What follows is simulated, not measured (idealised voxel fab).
This is a process module. Its name is voxel double patterning.
The width of the displayed cross-section, cut, is 250 nm; its cells are square, with a size of 5 nm.
A cross-section in this document is a grid of square cells, and it is written down as bands, the top band listed before the ones below it; a band is made up of one or more rows of cells. The band entry comprises the height of the band's top followed by the height of its bottom, expressed in nm, and subsequently the band's materials from left to right, each stated together with its width in nm. Where a single material is marked with the word "everywhere", that material fills the band from edge to edge. The word "blank" represents empty space. Heights from 0 (as-received wafer is one material below). Bottom band endless downward, as "0 and below". Width: "30..40" (first number = top row, second number = bottom row, same change from row to row of cells). Reading "changes: none" for a step: not a cell of the cross-section changed in it. This entry, "Closed internal cavities", enumerates those empty regions of no fewer than 8 cells that possess no open connection to the top. Each region is reported in the form width x height at distance, the distance being taken from the left edge, with all three quantities expressed in nm. Text after the settings on a step's line: the simulator's own remark on that step. Each step line may optionally specify "overlay nm", which for a step with a mask gives the rightward distance between the mask's planned place and where it lay, a negative value indicating the leftward direction.

**So here's the lineup of process steps we planned**
1. RECEIVE (material Si)
2. CONFORMAL_DEP (material SiN; thk nm 10)
3. DIRECTIONAL_DEP (material SiO2; thk nm 20)
4. DIRECTIONAL_DEP (material SiCN; thk nm 10)
5. MASKED_ETCH (tone open; mask id FIRST; width nm 15; pitch nm 50; etch materials SiCN; depth nm 10; overlay nm 0)
6. DIRECTIONAL_DEP (material aC; thk nm 10)
7. PATTERN (tone open; mask id SECOND; material resist; width nm 15; pitch nm 50; thk nm 30; overlay nm 0)
8. DIRECTIONAL_ETCH (etch materials aC; depth nm 10)
9. STRIP (etch materials resist)
10. DIRECTIONAL_ETCH (etch materials SiCN; depth nm 10)
11. STRIP (etch materials aC)
12. DIRECTIONAL_ETCH (etch materials SiO2; depth nm 20)
13. STRIP (etch materials SiCN)

**Cross-section of the wafer at receipt, which is the condition after step 1**
* 0 and below: Si everywhere
* Closed internal cavities: none

**End-of-module XS, first of two wafers, run as planned**
* 30 down to 10: 65 nm SiO2; 15 nm blank; 10 nm SiO2; 15 nm blank; 10 nm SiO2; 15 nm blank; 10 nm SiO2; 15 nm blank; 10 nm SiO2; 15 nm blank; 70 nm SiO2
* 10 down to 0: SiN everywhere
* 0 and below: Si everywhere
* Closed internal cavities: none

**Here is the second of the two wafers cut open at the end of the module - same start, same plan as the first one, but we made one mistake running it**
* 30 down to 10: 55 nm SiO2; 15 nm blank; 20 nm SiO2; 30 nm blank; 20 nm SiO2; 30 nm blank; 80 nm SiO2
* 10 down to 0: SiN everywhere
* 0 and below: Si everywhere
* Closed internal cavities: none
Here's what went sideways: step 5 ran differently from the plan; actual operation with settings: MASKED_ETCH (tone open; mask id FIRST; width nm 15; pitch nm 50; etch materials SiCN; depth nm 10; overlay nm -10)
By the end, you'd get the same cell count for each material on either wafer, but the second wafer puts them somewhere else.
